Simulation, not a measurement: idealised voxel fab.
The following process module bears the name voxel quadruple lines.
260 nm wide, 5 nm square cells: that's cross-section cut.
Think of the cross-section as a grid of square cells. We describe it in bands, top to bottom, and each band covers one or more rows of those cells.
Top height, bottom height, nm. Materials left to right, width each, nm. Single material + "all across" = fills band edge to edge. "blank" = empty.
Height is counted from the level 0, under which the received wafer is composed throughout of one material. The lowest of the bands is not closed at the bottom but continues downward, in the notation "0 nm and below".
So if you see something like "30 to 40" for the width, read it as the top row of the band sitting at the first number and the bottom row at the second, with every row in between moving by the same amount as the last.
When a step is marked "nothing got changed", none of the cells in the cross-section changed during that step.
"Closed voids list" - sealed voids, min. 8 cells, no opening to top; format: width x height at distance (distance from left edge; nm throughout).
Formally, on a step line, whatever follows the settings is a remark that the simulator itself makes on the step.
Among the settings permitted on a step's line is "overlay nm"; applied to a step with a mask, it specifies the extent to which the mask lay to the right of its planned position, whereas a negative figure signifies a position to the left.

The steps planned for the process are as follows:
step 1: RECEIVE with material Si
step 2: CONFORMAL_DEP with material SiO2, thk nm 5
step 3: DIRECTIONAL_DEP with material Ru, thk nm 10
step 4: DIRECTIONAL_DEP with material polySi, thk nm 15
step 5: DIRECTIONAL_DEP with material aC, thk nm 20
step 6: PATTERN with tone cover, mask id MANDREL, material resist, width nm 35, thk nm 25, overlay nm 0
step 7: DIRECTIONAL_ETCH with etch materials aC, depth nm 20
step 8: STRIP with etch materials resist
step 9: CONFORMAL_DEP with material SiO2, thk nm 15
step 10: DIRECTIONAL_ETCH with etch materials SiO2, depth nm 15
step 11: STRIP with etch materials aC
step 12: DIRECTIONAL_ETCH with etch materials polySi, depth nm 15
step 13: STRIP with etch materials SiO2
step 14: CONFORMAL_DEP with material SiCN, thk nm 10
step 15: DIRECTIONAL_ETCH with etch materials SiCN, depth nm 10
step 16: STRIP with etch materials polySi
step 17: DIRECTIONAL_ETCH with etch materials Ru, depth nm 10
step 18: STRIP with etch materials SiCN

As-received state of the wafer in cross-section, equivalent to post-step 1:
* 0 nm and below | Si all across
* Closed voids list: none

Look at the cross-section after the module: the wafer started out the way shown above and the plan was the one shown above, yet one mistake was made along the way:
* 20 nm to 10 nm | blank: 85, then Ru: 10, then blank: 15, then Ru: 10, then blank: 15, then Ru: 10, then blank: 15, then Ru: 10, then blank: 90
* 10 nm to 5 nm | Ru all across
* 5 nm to 0 nm | SiO2 all across
* 0 nm and below | Si all across
* Closed voids list: none
What was the processing mistake? it should be noted that step 3 was executed with settings other than those planned, the operation and settings actually applied being DIRECTIONAL_DEP with material Ru, thk nm 15
